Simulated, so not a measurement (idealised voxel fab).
Process module heading - voxel wiring stack
The figure presents cross-section cut, which has a width of 175 nm and is divided into square cells with an edge length of 5 nm.
Cross-sections here: square-cell grids, written as top-down lists of bands, a band being one or more rows of cells.
The band entry comprises the height of the band's top followed by the height of its bottom, expressed in nm, and subsequently the band's materials from left to right, each stated together with its width in nm. Where a single material is marked with the word "full width", that material fills the band from edge to edge. The word "empty" represents empty space.
Heights are expressed relative to 0, this being the level below which the as-received wafer comprises one material exclusively. The lowest band is unbounded in the downward direction and is denoted as in "0..down".
Read "30..40" as a graded width: first number on top, second number at the bottom, same change between each pair of neighbouring rows.
You'll sometimes find "same as before" written for a step, and that's the way of saying that nowhere in the cross-section did a cell change during that step.
"Cavities, closed" - sealed voids, min. 8 cells, no opening to top; format: width x height at distance (distance from left edge; nm throughout).
On a step's line, text after the settings is the simulator commenting on that step.
On any step carrying a mask, the "overlay nm" setting, if present on the step's line, tells how far right of its planned place the mask lay; negative values point to the left.

-- Listed below are the process steps as planned
1 RECEIVE [material Si]
2 CONFORMAL_DEP [material SiO2] [thk nm 15]
3 DIRECTIONAL_DEP [material TiN] [thk nm 5]
4 DIRECTIONAL_DEP [material Ru] [thk nm 15]
5 MASKED_ETCH [tone cover] [mask id METAL_1] [width nm 20] [pitch nm 40] [etch materials Ru] [depth nm 15] [overlay nm 0]
6 MASKED_ETCH [tone cover] [mask id METAL_1] [width nm 20] [pitch nm 40] [etch materials TiN] [depth nm 5] [overlay nm 0]
7 CONFORMAL_DEP [material SiN] [thk nm 5]
8 FILL_DEP [material SiO2] [thk nm 10]
9 CMP [height nm 35]
10 CONFORMAL_DEP [material SiCN] [thk nm 5]
11 DIRECTIONAL_DEP [material SiO2] [thk nm 20]
12 DIRECTIONAL_DEP [material aC] [thk nm 10]
13 PATTERN [tone open] [mask id PLUG_1] [material resist] [width nm 15] [pitch nm 80] [thk nm 30] [overlay nm 0]
14 DIRECTIONAL_ETCH [etch materials aC] [depth nm 10]
15 STRIP [etch materials resist]
16 DIRECTIONAL_ETCH [etch materials SiO2] [depth nm 20]
17 DIRECTIONAL_ETCH [etch materials SiCN] [depth nm 5]
18 STRIP [etch materials aC]
19 CONFORMAL_DEP [material TiN] [thk nm 5]
20 FILL_DEP [material Ru] [thk nm 5]
21 CMP [height nm 60]
22 CONFORMAL_DEP [material SiCN] [thk nm 5]
23 DIRECTIONAL_DEP [material SiO2] [thk nm 15]
24 MASKED_ETCH [tone open] [mask id METAL_2] [width nm 20] [pitch nm 40] [etch materials SiO2] [depth nm 15] [overlay nm 0]
25 MASKED_ETCH [tone open] [mask id METAL_2] [width nm 20] [pitch nm 40] [etch materials SiCN] [depth nm 5] [overlay nm 0]
26 CONFORMAL_DEP [material TiN] [thk nm 5]
27 FILL_DEP [material Ru] [thk nm 5]
28 CMP [height nm 80]
29 CONFORMAL_DEP [material SiCN] [thk nm 5]

-- Incoming wafer, cross-sectional view, post step 1
0..down: Si full width
Cavities, closed: none

-- Starting wafer: above. Plan: above. Run: one mistake. Cross-section after the module: below
85..80: SiCN full width
80..65: 35 nm SiO2  5 nm TiN  10 nm Ru  5 nm TiN  20 nm SiO2  5 nm TiN  10 nm Ru  5 nm TiN  20 nm SiO2  5 nm TiN  10 nm Ru  5 nm TiN  40 nm SiO2
65..60: 35 nm SiCN  20 nm TiN  20 nm SiCN  20 nm TiN  20 nm SiCN  20 nm TiN  40 nm SiCN
60..40: 35 nm SiO2  5 nm TiN  5 nm Ru  5 nm TiN  65 nm SiO2  5 nm TiN  5 nm Ru  5 nm TiN  45 nm SiO2
40..35: 35 nm SiCN  15 nm TiN  65 nm SiCN  15 nm TiN  45 nm SiCN
35..25: SiO2 full width
25..20: 30 nm SiO2  30 nm SiN  10 nm SiO2  30 nm SiN  10 nm SiO2  30 nm SiN  35 nm SiO2
20..15: 35 nm SiN  20 nm TiN  20 nm SiN  20 nm TiN  20 nm SiN  20 nm TiN  40 nm SiN
15..0: SiO2 full width
0..down: Si full width
Cavities, closed: none
what went wrong: skipped: plan step 4 (never run)
